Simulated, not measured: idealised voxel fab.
The following process module bears the name voxel trench capacitor.
Square cell edge 5 nm, section width 160 nm, ID cut.
This document writes a cross-section as a grid whose cells are square, and gives it as bands, listed from the top down; one or more rows of cells form a band. Quick guide to a band line: top height, bottom height (nm) up front; then every material left to right with its width in nm. Only one material and it's marked "all across"? Then it fills the band edge to edge. And "empty" just means empty space. Note: height 0 marks the level under which the wafer is uniformly one material as received. Lowest band unbounded below, written "top 0, no bottom". A width given as "30 to 40" starts at the first number in the band's top row and ends at the second number in its bottom row, shifting by an equal amount at every step from row to row. Where a step carries "nothing got changed", the cross-section came out of it unchanged, cell for cell. For the entry "Enclosed void listing", the listed items are empty spaces with no open way to the top whose size is 8 cells or more; each item follows the pattern width x height at distance, where distance is from the left edge and all three are in nm. Anything after a step's settings on that line? It's the simulator's own note about the step. overlay nm: on a step with a mask, how far right of its planned place the mask lay; negative means left.
**Planned step list for the process**
1 RECEIVE | material Si
2 CONFORMAL_DEP | material SiN | thk nm 5
3 DIRECTIONAL_DEP | material aC | thk nm 15
4 PATTERN | tone open | mask id TRENCH | material resist | width nm 25 | pitch nm 45 | thk nm 35 | overlay nm 0
5 DIRECTIONAL_ETCH | etch materials aC | depth nm 15
6 STRIP | etch materials resist
7 DIRECTIONAL_ETCH | etch materials SiN | depth nm 5
8 DIRECTIONAL_ETCH | etch materials Si | depth nm 30
9 STRIP | etch materials aC
10 CONFORMAL_DEP | material Al2O3 | thk nm 5
11 CONFORMAL_DEP | material TiN | thk nm 5
12 FILL_DEP | material W | thk nm 10
13 CMP | height nm 5
**Received-state cross-section, reflecting completion of step 1**
- top 0, no bottom  Si all across
- Enclosed void listing: none
**Cross-section: first of two wafers, module finished, run according to plan**
- top 5, bottom 0  45 nm SiN, then 5 nm Al2O3, then 5 nm TiN, then 5 nm W, then 5 nm TiN, then 5 nm Al2O3, then 20 nm SiN, then 5 nm Al2O3, then 5 nm TiN, then 5 nm W, then 5 nm TiN, then 5 nm Al2O3, then 45 nm SiN
- top 0, bottom -20  45 nm Si, then 5 nm Al2O3, then 5 nm TiN, then 5 nm W, then 5 nm TiN, then 5 nm Al2O3, then 20 nm Si, then 5 nm Al2O3, then 5 nm TiN, then 5 nm W, then 5 nm TiN, then 5 nm Al2O3, then 45 nm Si
- top -20, bottom -25  45 nm Si, then 5 nm Al2O3, then 15 nm TiN, then 5 nm Al2O3, then 20 nm Si, then 5 nm Al2O3, then 15 nm TiN, then 5 nm Al2O3, then 45 nm Si
- top -25, bottom -30  45 nm Si, then 25 nm Al2O3, then 20 nm Si, then 25 nm Al2O3, then 45 nm Si
- top -30, no bottom  Si all across
- Enclosed void listing: none
**End of module, second wafer, cross-section. Started like the first, planned like the first, run with one mistake**
- top 5, bottom 0  45 nm SiN, then 5 nm TiN, then 15 nm W, then 5 nm TiN, then 20 nm SiN, then 5 nm TiN, then 15 nm W, then 5 nm TiN, then 45 nm SiN
- top 0, bottom -25  45 nm Si, then 5 nm TiN, then 15 nm W, then 5 nm TiN, then 20 nm Si, then 5 nm TiN, then 15 nm W, then 5 nm TiN, then 45 nm Si
- top -25, bottom -30  45 nm Si, then 25 nm TiN, then 20 nm Si, then 25 nm TiN, then 45 nm Si
- top -30, no bottom  Si all across
- Enclosed void listing: none
What was the processing mistake? step 10 of the plan: omitted, not performed
Looking at both finished wafers in cells, the second ends up ahead of or behind the first on some materials: -34 Al2O3, +8 TiN, +26 W
